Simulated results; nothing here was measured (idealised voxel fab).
process module | voxel quadruple lines
cross-section cut | 175 nm wide | cells 5 nm
A cross-section is a grid of square cells, given in bands from the top down. A band is one or more rows of cells.
Each band's line starts with the height of the band's top and of its bottom, in nm. Then come its materials from left to right, each with its width in nm. One material with "throughout" fills the band from edge to edge. "air" is empty space.
Height 0 is the level under which the wafer as received is all one material. The lowest band goes on downwards, as in "0 down".
A width such as "30 to 40" changes by the same amount from each row of cells to the next, from the band's top row to its bottom row.
"no change" after a step means that no cell of the cross-section changed.
closed voids: empty space of 8 cells or more with no open way to the top, each as width x height at its distance from the left edge, in nm
after a step's settings: what the simulator itself notes on the step
overlay nm, on a step with a mask: how far to the right of its planned place the mask lay; to the left if negative
plan
1 op RECEIVE | material Si
2 op CONFORMAL_DEP | material SiO2 | thk nm 5
3 op DIRECTIONAL_DEP | material W | thk nm 15
4 op DIRECTIONAL_DEP | material polySi | thk nm 15
5 op DIRECTIONAL_DEP | material aC | thk nm 20
6 op PATTERN | tone cover | mask id MANDREL | material resist | width nm 25 | thk nm 30 | overlay nm 0
7 op DIRECTIONAL_ETCH | etch materials aC | depth nm 20
8 op STRIP | etch materials resist
9 op CONFORMAL_DEP | material SiO2 | thk nm 15
10 op DIRECTIONAL_ETCH | etch materials SiO2 | depth nm 15
11 op STRIP | etch materials aC
12 op DIRECTIONAL_ETCH | etch materials polySi | depth nm 15
13 op STRIP | etch materials SiO2
14 op CONFORMAL_DEP | material SiCN | thk nm 5
15 op DIRECTIONAL_ETCH | etch materials SiCN | depth nm 5
16 op STRIP | etch materials polySi
17 op DIRECTIONAL_ETCH | etch materials W | depth nm 15
18 op STRIP | etch materials SiCN
19 op FILL_DEP | material SiO2 | thk nm 5
20 op CMP | height nm 20
first wafer, as planned
as received, after step 1
  0 down: Si throughout
  closed voids: none
after step 2
  5 to 0: SiO2 throughout
  below 0: unchanged
after step 3
  20 to 5: W throughout
  below 5: unchanged
after step 4
  35 to 20: polySi throughout
  below 20: unchanged
after step 5
  55 to 35: aC throughout
  below 35: unchanged
after step 6
  85 to 55: air 75 | resist 25 | air 75
  below 55: unchanged
after step 7
  65 to 55: air 75 | resist 25 | air 75
  55 to 35: air 75 | aC 25 | air 75
  below 35: unchanged
after step 8
  55 to 35: air 75 | aC 25 | air 75
  below 35: unchanged
after step 9
  70 to 55: air 60 | SiO2 55 | air 60
  55 to 50: air 60 | SiO2 15 | aC 25 | SiO2 15 | air 60
  50 to 35: SiO2 75 | aC 25 | SiO2 75
  below 35: unchanged
after step 10
  55 to 35: air 60 | SiO2 15 | aC 25 | SiO2 15 | air 60
  below 35: unchanged
after step 11
  55 to 35: air 60 | SiO2 15 | air 25 | SiO2 15 | air 60
  below 35: unchanged
after step 12
  55 to 35: air 60 | SiO2 15 | air 25 | SiO2 15 | air 60
  35 to 20: air 60 | polySi 15 | air 25 | polySi 15 | air 60
  below 20: unchanged
after step 13
  35 to 20: air 60 | polySi 15 | air 25 | polySi 15 | air 60
  below 20: unchanged
after step 14
  40 to 35: air 55 | SiCN 25 | air 15 | SiCN 25 | air 55
  35 to 25: air 55 | SiCN 5 | polySi 15 | SiCN 5 | air 15 | SiCN 5 | polySi 15 | SiCN 5 | air 55
  25 to 20: SiCN 60 | polySi 15 | SiCN 25 | polySi 15 | SiCN 60
  below 20: unchanged
after step 15
  35 to 20: air 55 | SiCN 5 | polySi 15 | SiCN 5 | air 15 | SiCN 5 | polySi 15 | SiCN 5 | air 55
  below 20: unchanged
after step 16
  35 to 20: air 55 | SiCN 5 | air 15 | SiCN 5 | air 15 | SiCN 5 | air 15 | SiCN 5 | air 55
  below 20: unchanged
after step 17
  35 to 20: air 55 | SiCN 5 | air 15 | SiCN 5 | air 15 | SiCN 5 | air 15 | SiCN 5 | air 55
  20 to 5: air 55 | W 5 | air 15 | W 5 | air 15 | W 5 | air 15 | W 5 | air 55
  below 5: unchanged
after step 18
  20 to 5: air 55 | W 5 | air 15 | W 5 | air 15 | W 5 | air 15 | W 5 | air 55
  below 5: unchanged
after step 19
  25 to 20: SiO2 throughout
  20 to 5: SiO2 55 | W 5 | SiO2 15 | W 5 | SiO2 15 | W 5 | SiO2 15 | W 5 | SiO2 55
  below 5: unchanged
after step 20
  20 to 5: SiO2 55 | W 5 | SiO2 15 | W 5 | SiO2 15 | W 5 | SiO2 15 | W 5 | SiO2 55
  below 5: unchanged
second wafer: like start, like plan, one mistake. Through step 19 it matches the first wafer
when step 20 should have ended
  10 to 5: SiO2 55 | W 5 | SiO2 15 | W 5 | SiO2 15 | W 5 | SiO2 15 | W 5 | SiO2 55
  below 5: unchanged
what went wrong: step 20 ran as: op CMP | height nm 10
at the end the second wafer has, in cells: 62 fewer of SiO2 | 8 fewer of W
